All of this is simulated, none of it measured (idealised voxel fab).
process module | voxel self aligned contacts
cross-section cut | 205 nm wide | cells 5 nm
A cross-section is a grid of square cells, given in bands from the top down. A band is one or more rows of cells.
Each band's line starts with the height of the band's top and of its bottom, in nm. Then come its materials from left to right, each with its width in nm. One material with "throughout" fills the band from edge to edge. "air" is empty space.
Height 0 is the level under which the wafer as received is all one material. The lowest band goes on downwards, as in "0 down".
A width such as "30 to 40" changes by the same amount from each row of cells to the next, from the band's top row to its bottom row.
"no change" after a step means that no cell of the cross-section changed.
closed voids: empty space of 8 cells or more with no open way to the top, each as width x height at its distance from the left edge, in nm
after a step's settings: what the simulator itself notes on the step
overlay nm, on a step with a mask: how far to the right of its planned place the mask lay; to the left if negative
plan
1 op RECEIVE | material Si
2 op CONFORMAL_DEP | material SiO2 | thk nm 5
3 op DIRECTIONAL_DEP | material polySi | thk nm 20
4 op DIRECTIONAL_DEP | material SiN | thk nm 15
5 op MASKED_ETCH | tone cover | mask id GATE | width nm 30 | pitch nm 65 | etch materials SiN | depth nm 15 | overlay nm 0
6 op MASKED_ETCH | tone cover | mask id GATE | width nm 30 | pitch nm 65 | etch materials polySi | depth nm 20 | overlay nm 0
7 op CONFORMAL_DEP | material SiN | thk nm 5
8 op DIRECTIONAL_ETCH | etch materials SiN | depth nm 5
9 op FILL_DEP | material SiO2 | thk nm 20
10 op CMP | height nm 50
11 op DIRECTIONAL_DEP | material aC | thk nm 10
12 op PATTERN | tone open | mask id CONTACT | material resist | width nm 45 | thk nm 25 | overlay nm 0
13 op DIRECTIONAL_ETCH | etch materials aC | depth nm 10
14 op STRIP | etch materials resist
15 op DIRECTIONAL_ETCH | etch materials SiO2 | depth nm 50
16 op STRIP | etch materials aC
17 op CONFORMAL_DEP | material TiN | thk nm 5
18 op FILL_DEP | material W | thk nm 10
19 op CMP | height nm 50
20 op CONFORMAL_DEP | material SiN | thk nm 5
first wafer, as planned
as received, after step 1
  0 down: Si throughout
  closed voids: none
after step 2
  5 to 0: SiO2 throughout
  below 0: unchanged
after step 3
  25 to 5: polySi throughout
  below 5: unchanged
after step 4
  40 to 25: SiN throughout
  below 25: unchanged
after step 5
  40 to 25: air 55 | SiN 30 | air 35 | SiN 30 | air 55
  below 25: unchanged
after step 6
  40 to 25: air 55 | SiN 30 | air 35 | SiN 30 | air 55
  25 to 5: air 55 | polySi 30 | air 35 | polySi 30 | air 55
  below 5: unchanged
after step 7
  45 to 25: air 50 | SiN 40 | air 25 | SiN 40 | air 50
  25 to 10: air 50 | SiN 5 | polySi 30 | SiN 5 | air 25 | SiN 5 | polySi 30 | SiN 5 | air 50
  10 to 5: SiN 55 | polySi 30 | SiN 35 | polySi 30 | SiN 55
  below 5: unchanged
after step 8
  40 to 25: air 50 | SiN 40 | air 25 | SiN 40 | air 50
  25 to 5: air 50 | SiN 5 | polySi 30 | SiN 5 | air 25 | SiN 5 | polySi 30 | SiN 5 | air 50
  below 5: unchanged
after step 9
  60 to 40: SiO2 throughout
  40 to 25: SiO2 50 | SiN 40 | SiO2 25 | SiN 40 | SiO2 50
  25 to 5: SiO2 50 | SiN 5 | polySi 30 | SiN 5 | SiO2 25 | SiN 5 | polySi 30 | SiN 5 | SiO2 50
  below 5: unchanged
after step 10
  50 to 40: SiO2 throughout
  below 40: unchanged
after step 11
  60 to 50: aC throughout
  below 50: unchanged
after step 12
  85 to 60: resist 80 | air 45 | resist 80
  below 60: unchanged
after step 13
  75 to 60: resist 80 | air 45 | resist 80
  60 to 50: aC 80 | air 45 | aC 80
  below 50: unchanged
after step 14
  60 to 50: aC 80 | air 45 | aC 80
  below 50: unchanged
after step 15
  60 to 50: aC 80 | air 45 | aC 80
  50 to 40: SiO2 80 | air 45 | SiO2 80
  40 to 25: SiO2 50 | SiN 40 | air 25 | SiN 40 | SiO2 50
  25 to 5: SiO2 50 | SiN 5 | polySi 30 | SiN 5 | air 25 | SiN 5 | polySi 30 | SiN 5 | SiO2 50
  5 to 0: SiO2 90 | air 25 | SiO2 90
  below 0: unchanged
after step 16
  50 to 40: SiO2 80 | air 45 | SiO2 80
  below 40: unchanged
after step 17
  55 to 50: TiN 85 | air 35 | TiN 85
  50 to 40: SiO2 80 | TiN 5 to 15 | air 35 to 15 | TiN 5 to 15 | SiO2 80
  40 to 25: SiO2 50 | SiN 40 | TiN 5 | air 15 | TiN 5 | SiN 40 | SiO2 50
  25 to 5: SiO2 50 | SiN 5 | polySi 30 | SiN 5 | TiN 5 | air 15 | TiN 5 | SiN 5 | polySi 30 | SiN 5 | SiO2 50
  5 to 0: SiO2 90 | TiN 25 | SiO2 90
  below 0: unchanged
after step 18
  65 to 55: W throughout
  55 to 50: TiN 85 | W 35 | TiN 85
  50 to 40: SiO2 80 | TiN 5 to 15 | W 35 to 15 | TiN 5 to 15 | SiO2 80
  40 to 25: SiO2 50 | SiN 40 | TiN 5 | W 15 | TiN 5 | SiN 40 | SiO2 50
  25 to 5: SiO2 50 | SiN 5 | polySi 30 | SiN 5 | TiN 5 | W 15 | TiN 5 | SiN 5 | polySi 30 | SiN 5 | SiO2 50
  below 5: unchanged
after step 19
  50 to 40: SiO2 80 | TiN 5 to 15 | W 35 to 15 | TiN 5 to 15 | SiO2 80
  below 40: unchanged
after step 20
  55 to 50: SiN throughout
  below 50: unchanged
second wafer: like start, like plan, one mistake. Through step 6 it matches the first wafer
when step 7 should have ended
  35 to 25: air 55 | SiN 30 | air 35 | SiN 30 | air 55
  below 25: unchanged
when step 8 should have ended
  40 to 25: air 50 | SiN 40 | air 25 | SiN 40 | air 50
  25 to 10: air 50 | SiN 5 | polySi 30 | SiN 5 | air 25 | SiN 5 | polySi 30 | SiN 5 | air 50
  10 to 5: SiN 55 | polySi 30 | SiN 35 | polySi 30 | SiN 55
  below 5: unchanged
when step 9 should have ended
  60 to 40: SiO2 throughout
  40 to 25: SiO2 50 | SiN 40 | SiO2 25 | SiN 40 | SiO2 50
  25 to 10: SiO2 50 | SiN 5 | polySi 30 | SiN 5 | SiO2 25 | SiN 5 | polySi 30 | SiN 5 | SiO2 50
  below 10: unchanged
when step 10 should have ended
  50 to 40: SiO2 throughout
  below 40: unchanged
when step 11 should have ended
  60 to 50: aC throughout
  below 50: unchanged
when step 12 should have ended
  85 to 60: resist 80 | air 45 | resist 80
  below 60: unchanged
when step 13 should have ended
  75 to 60: resist 80 | air 45 | resist 80
  60 to 50: aC 80 | air 45 | aC 80
  below 50: unchanged
when step 14 should have ended
  60 to 50: aC 80 | air 45 | aC 80
  below 50: unchanged
when step 15 should have ended
  60 to 50: aC 80 | air 45 | aC 80
  50 to 40: SiO2 80 | air 45 | SiO2 80
  40 to 25: SiO2 50 | SiN 40 | air 25 | SiN 40 | SiO2 50
  25 to 10: SiO2 50 | SiN 5 | polySi 30 | SiN 5 | air 25 | SiN 5 | polySi 30 | SiN 5 | SiO2 50
  below 10: unchanged
when step 16 should have ended
  50 to 40: SiO2 80 | air 45 | SiO2 80
  below 40: unchanged
when step 17 should have ended
  55 to 50: TiN 85 | air 35 | TiN 85
  50 to 40: SiO2 80 | TiN 5 to 15 | air 35 to 15 | TiN 5 to 15 | SiO2 80
  40 to 25: SiO2 50 | SiN 40 | TiN 5 | air 15 | TiN 5 | SiN 40 | SiO2 50
  25 to 15: SiO2 50 | SiN 5 | polySi 30 | SiN 5 | TiN 5 | air 15 | TiN 5 | SiN 5 | polySi 30 | SiN 5 | SiO2 50
  15 to 10: SiO2 50 | SiN 5 | polySi 30 | SiN 5 | TiN 25 | SiN 5 | polySi 30 | SiN 5 | SiO2 50
  below 10: unchanged
when step 18 should have ended
  65 to 55: W throughout
  55 to 50: TiN 85 | W 35 | TiN 85
  50 to 40: SiO2 80 | TiN 5 to 15 | W 35 to 15 | TiN 5 to 15 | SiO2 80
  40 to 25: SiO2 50 | SiN 40 | TiN 5 | W 15 | TiN 5 | SiN 40 | SiO2 50
  25 to 15: SiO2 50 | SiN 5 | polySi 30 | SiN 5 | TiN 5 | W 15 | TiN 5 | SiN 5 | polySi 30 | SiN 5 | SiO2 50
  below 15: unchanged
when step 19 should have ended
  50 to 40: SiO2 80 | TiN 5 to 15 | W 35 to 15 | TiN 5 to 15 | SiO2 80
  below 40: unchanged
when step 20 should have ended
  55 to 50: SiN throughout
  below 50: unchanged
what went wrong: steps 7 and 8 were swapped
at the end the second wafer has, in cells: 25 more of SiN | 15 fewer of SiO2 | 4 fewer of TiN | 6 fewer of W
